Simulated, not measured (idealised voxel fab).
This section sets out a process module, namely voxel self aligned contacts.
Pictured: cross-section cut, 230 nm wide, on a grid of 5 nm square cells.
Throughout this document, each cross-section is represented as a grid of square cells and is presented as a sequence of bands enumerated from the top downward, where a band comprises one or more rows of cells. This entry defines a band. It first specifies the height of the band's top and the height of its bottom in nm, and then specifies the band's materials from left to right, stating each material with its width in nm. The word "full width" identifies a single material that fills the band from edge to edge, while the word "blank" identifies empty space. Heights are measured from 0, the level below which the as-received wafer is all one material; the lowest band has no bottom and continues downward, written as in "0 and below". Top row gets the first number, bottom row gets the second, and each row in between changes by the same step: that is how a band width like "30..40" works. "no alteration" after a step means that no cell of the cross-section changed. Closed-off voids of 8+ cells (no open route to the top) go in "Enclosed void catalog", written width x height at distance from the left edge, in nm. What comes after the settings on a step's line is commentary from the simulator itself on that step. overlay nm: mask right of planned place by this much (step with mask). Neg. = left.

Planned process steps
step 1: RECEIVE with material Si
step 2: CONFORMAL_DEP with material SiO2, thk nm 5
step 3: DIRECTIONAL_DEP with material polySi, thk nm 30
step 4: DIRECTIONAL_DEP with material SiN, thk nm 15
step 5: DIRECTIONAL_DEP with material aC, thk nm 15
step 6: PATTERN with tone cover, mask id GATE, material resist, width nm 25, pitch nm 55, thk nm 35, overlay nm 0
step 7: DIRECTIONAL_ETCH with etch materials aC, depth nm 15
step 8: STRIP with etch materials resist
step 9: DIRECTIONAL_ETCH with etch materials SiN, depth nm 15
step 10: DIRECTIONAL_ETCH with etch materials polySi, depth nm 30
step 11: STRIP with etch materials aC
step 12: CONFORMAL_DEP with material SiN, thk nm 5
step 13: DIRECTIONAL_ETCH with etch materials SiN, depth nm 5
step 14: FILL_DEP with material SiO2, thk nm 20
step 15: CMP with height nm 60
step 16: DIRECTIONAL_DEP with material aC, thk nm 10
step 17: PATTERN with tone open, mask id CONTACT, material resist, width nm 40, thk nm 30, overlay nm 0
step 18: DIRECTIONAL_ETCH with etch materials aC, depth nm 10
step 19: STRIP with etch materials resist
step 20: DIRECTIONAL_ETCH with etch materials SiO2, depth nm 60
step 21: STRIP with etch materials aC
step 22: CONFORMAL_DEP with material TiN, thk nm 5
step 23: FILL_DEP with material W, thk nm 10
step 24: CMP with height nm 60
step 25: CONFORMAL_DEP with material SiN, thk nm 5

The following pertains to the first of two wafers, which was processed as planned

Cross-section: wafer on arrival = after step 1
0 and below  Si full width
Enclosed void catalog: none

Step 2 complete: cross-section through the wafer
5 down to 0  SiO2 full width
below 0: unchanged

Step 3 complete: cross-section through the wafer
35 down to 5  polySi full width
below 5: unchanged

Step 4 complete: cross-section through the wafer
50 down to 35  SiN full width
below 35: unchanged

Step 5 complete: cross-section through the wafer
65 down to 50  aC full width
below 50: unchanged

Step 6 complete: cross-section through the wafer
100 down to 65  75 blank; 25 resist; 30 blank; 25 resist; 75 blank
below 65: unchanged

Step 7 complete: cross-section through the wafer
85 down to 65  75 blank; 25 resist; 30 blank; 25 resist; 75 blank
65 down to 50  75 blank; 25 aC; 30 blank; 25 aC; 75 blank
below 50: unchanged

Step 8 complete: cross-section through the wafer
65 down to 50  75 blank; 25 aC; 30 blank; 25 aC; 75 blank
below 50: unchanged

Step 9 complete: cross-section through the wafer
65 down to 50  75 blank; 25 aC; 30 blank; 25 aC; 75 blank
50 down to 35  75 blank; 25 SiN; 30 blank; 25 SiN; 75 blank
below 35: unchanged

Step 10 complete: cross-section through the wafer
65 down to 50  75 blank; 25 aC; 30 blank; 25 aC; 75 blank
50 down to 35  75 blank; 25 SiN; 30 blank; 25 SiN; 75 blank
35 down to 5  75 blank; 25 polySi; 30 blank; 25 polySi; 75 blank
below 5: unchanged

Step 11 complete: cross-section through the wafer
50 down to 35  75 blank; 25 SiN; 30 blank; 25 SiN; 75 blank
below 35: unchanged

Step 12 complete: cross-section through the wafer
55 down to 35  70 blank; 35 SiN; 20 blank; 35 SiN; 70 blank
35 down to 10  70 blank; 5 SiN; 25 polySi; 5 SiN; 20 blank; 5 SiN; 25 polySi; 5 SiN; 70 blank
10 down to 5  75 SiN; 25 polySi; 30 SiN; 25 polySi; 75 SiN
below 5: unchanged

Step 13 complete: cross-section through the wafer
50 down to 35  70 blank; 35 SiN; 20 blank; 35 SiN; 70 blank
35 down to 5  70 blank; 5 SiN; 25 polySi; 5 SiN; 20 blank; 5 SiN; 25 polySi; 5 SiN; 70 blank
below 5: unchanged

Step 14 complete: cross-section through the wafer
70 down to 50  SiO2 full width
50 down to 35  70 SiO2; 35 SiN; 20 SiO2; 35 SiN; 70 SiO2
35 down to 5  70 SiO2; 5 SiN; 25 polySi; 5 SiN; 20 SiO2; 5 SiN; 25 polySi; 5 SiN; 70 SiO2
below 5: unchanged

Step 15 complete: cross-section through the wafer
60 down to 50  SiO2 full width
below 50: unchanged

Step 16 complete: cross-section through the wafer
70 down to 60  aC full width
below 60: unchanged

Step 17 complete: cross-section through the wafer
100 down to 70  95 resist; 40 blank; 95 resist
below 70: unchanged

Step 18 complete: cross-section through the wafer
90 down to 70  95 resist; 40 blank; 95 resist
70 down to 60  95 aC; 40 blank; 95 aC
below 60: unchanged

Step 19 complete: cross-section through the wafer
70 down to 60  95 aC; 40 blank; 95 aC
below 60: unchanged

Step 20 complete: cross-section through the wafer
70 down to 60  95 aC; 40 blank; 95 aC
60 down to 50  95 SiO2; 40 blank; 95 SiO2
50 down to 35  70 SiO2; 35 SiN; 20 blank; 35 SiN; 70 SiO2
35 down to 5  70 SiO2; 5 SiN; 25 polySi; 5 SiN; 20 blank; 5 SiN; 25 polySi; 5 SiN; 70 SiO2
5 down to 0  105 SiO2; 20 blank; 105 SiO2
below 0: unchanged

Step 21 complete: cross-section through the wafer
60 down to 50  95 SiO2; 40 blank; 95 SiO2
below 50: unchanged

Step 22 complete: cross-section through the wafer
65 down to 60  100 TiN; 30 blank; 100 TiN
60 down to 50  95 SiO2; 5..15 TiN; 30..10 blank; 5..15 TiN; 95 SiO2
50 down to 35  70 SiO2; 35 SiN; 5 TiN; 10 blank; 5 TiN; 35 SiN; 70 SiO2
35 down to 5  70 SiO2; 5 SiN; 25 polySi; 5 SiN; 5 TiN; 10 blank; 5 TiN; 5 SiN; 25 polySi; 5 SiN; 70 SiO2
5 down to 0  105 SiO2; 20 TiN; 105 SiO2
below 0: unchanged

Step 23 complete: cross-section through the wafer
75 down to 65  W full width
65 down to 60  100 TiN; 30 W; 100 TiN
60 down to 50  95 SiO2; 5..15 TiN; 30..10 W; 5..15 TiN; 95 SiO2
50 down to 35  70 SiO2; 35 SiN; 5 TiN; 10 W; 5 TiN; 35 SiN; 70 SiO2
35 down to 5  70 SiO2; 5 SiN; 25 polySi; 5 SiN; 5 TiN; 10 W; 5 TiN; 5 SiN; 25 polySi; 5 SiN; 70 SiO2
below 5: unchanged

Step 24 complete: cross-section through the wafer
60 down to 50  95 SiO2; 5..15 TiN; 30..10 W; 5..15 TiN; 95 SiO2
below 50: unchanged

Step 25 complete: cross-section through the wafer
65 down to 60  SiN full width
below 60: unchanged

Second wafer - shared start and plan with the first - one error in running - same as the first up to step 1 inclusive

Second wafer at the planned finish of step 2, seen in cross-section
30 down to 0  polySi full width
below 0: unchanged

Second wafer at the planned finish of step 3, seen in cross-section
35 down to 30  SiO2 full width
below 30: unchanged

Second wafer at the planned finish of step 4, seen in cross-section
50 down to 35  SiN full width
below 35: unchanged

Second wafer at the planned finish of step 5, seen in cross-section
65 down to 50  aC full width
below 50: unchanged

Second wafer at the planned finish of step 6, seen in cross-section
100 down to 65  75 blank; 25 resist; 30 blank; 25 resist; 75 blank
below 65: unchanged

Second wafer at the planned finish of step 7, seen in cross-section
85 down to 65  75 blank; 25 resist; 30 blank; 25 resist; 75 blank
65 down to 50  75 blank; 25 aC; 30 blank; 25 aC; 75 blank
below 50: unchanged

Second wafer at the planned finish of step 8, seen in cross-section
65 down to 50  75 blank; 25 aC; 30 blank; 25 aC; 75 blank
below 50: unchanged

Second wafer at the planned finish of step 9, seen in cross-section
65 down to 50  75 blank; 25 aC; 30 blank; 25 aC; 75 blank
50 down to 35  75 blank; 25 SiN; 30 blank; 25 SiN; 75 blank
below 35: unchanged

Second wafer at the planned finish of step 10, seen in cross-section: no alteration

Second wafer at the planned finish of step 11, seen in cross-section
50 down to 35  75 blank; 25 SiN; 30 blank; 25 SiN; 75 blank
below 35: unchanged

Second wafer at the planned finish of step 12, seen in cross-section
55 down to 40  70 blank; 35 SiN; 20 blank; 35 SiN; 70 blank
40 down to 35  SiN full width
below 35: unchanged

Second wafer at the planned finish of step 13, seen in cross-section
50 down to 35  70 blank; 35 SiN; 20 blank; 35 SiN; 70 blank
below 35: unchanged

Second wafer at the planned finish of step 14, seen in cross-section
70 down to 50  SiO2 full width
50 down to 35  70 SiO2; 35 SiN; 20 SiO2; 35 SiN; 70 SiO2
below 35: unchanged

Second wafer at the planned finish of step 15, seen in cross-section
60 down to 50  SiO2 full width
below 50: unchanged

Second wafer at the planned finish of step 16, seen in cross-section
70 down to 60  aC full width
below 60: unchanged

Second wafer at the planned finish of step 17, seen in cross-section
100 down to 70  95 resist; 40 blank; 95 resist
below 70: unchanged

Second wafer at the planned finish of step 18, seen in cross-section
90 down to 70  95 resist; 40 blank; 95 resist
70 down to 60  95 aC; 40 blank; 95 aC
below 60: unchanged

Second wafer at the planned finish of step 19, seen in cross-section
70 down to 60  95 aC; 40 blank; 95 aC
below 60: unchanged

Second wafer at the planned finish of step 20, seen in cross-section
70 down to 60  95 aC; 40 blank; 95 aC
60 down to 50  95 SiO2; 40 blank; 95 SiO2
50 down to 35  70 SiO2; 35 SiN; 20 blank; 35 SiN; 70 SiO2
35 down to 30  105 SiO2; 20 blank; 105 SiO2
below 30: unchanged

Second wafer at the planned finish of step 21, seen in cross-section
60 down to 50  95 SiO2; 40 blank; 95 SiO2
below 50: unchanged

Second wafer at the planned finish of step 22, seen in cross-section
65 down to 60  100 TiN; 30 blank; 100 TiN
60 down to 50  95 SiO2; 5..15 TiN; 30..10 blank; 5..15 TiN; 95 SiO2
50 down to 35  70 SiO2; 35 SiN; 5 TiN; 10 blank; 5 TiN; 35 SiN; 70 SiO2
35 down to 30  105 SiO2; 20 TiN; 105 SiO2
below 30: unchanged

Second wafer at the planned finish of step 23, seen in cross-section
75 down to 65  W full width
65 down to 60  100 TiN; 30 W; 100 TiN
60 down to 50  95 SiO2; 5..15 TiN; 30..10 W; 5..15 TiN; 95 SiO2
50 down to 35  70 SiO2; 35 SiN; 5 TiN; 10 W; 5 TiN; 35 SiN; 70 SiO2
below 35: unchanged

Second wafer at the planned finish of step 24, seen in cross-section
60 down to 50  95 SiO2; 5..15 TiN; 30..10 W; 5..15 TiN; 95 SiO2
below 50: unchanged

Second wafer at the planned finish of step 25, seen in cross-section
65 down to 60  SiN full width
below 60: unchanged
Diagnosis: steps 2 and 3 traded places in the executed sequence
The second wafer ends with more or fewer cells of some materials than the first, per final count: 24 fewer of SiN, 168 fewer of SiO2, 12 fewer of TiN, 12 fewer of W, 216 more of polySi
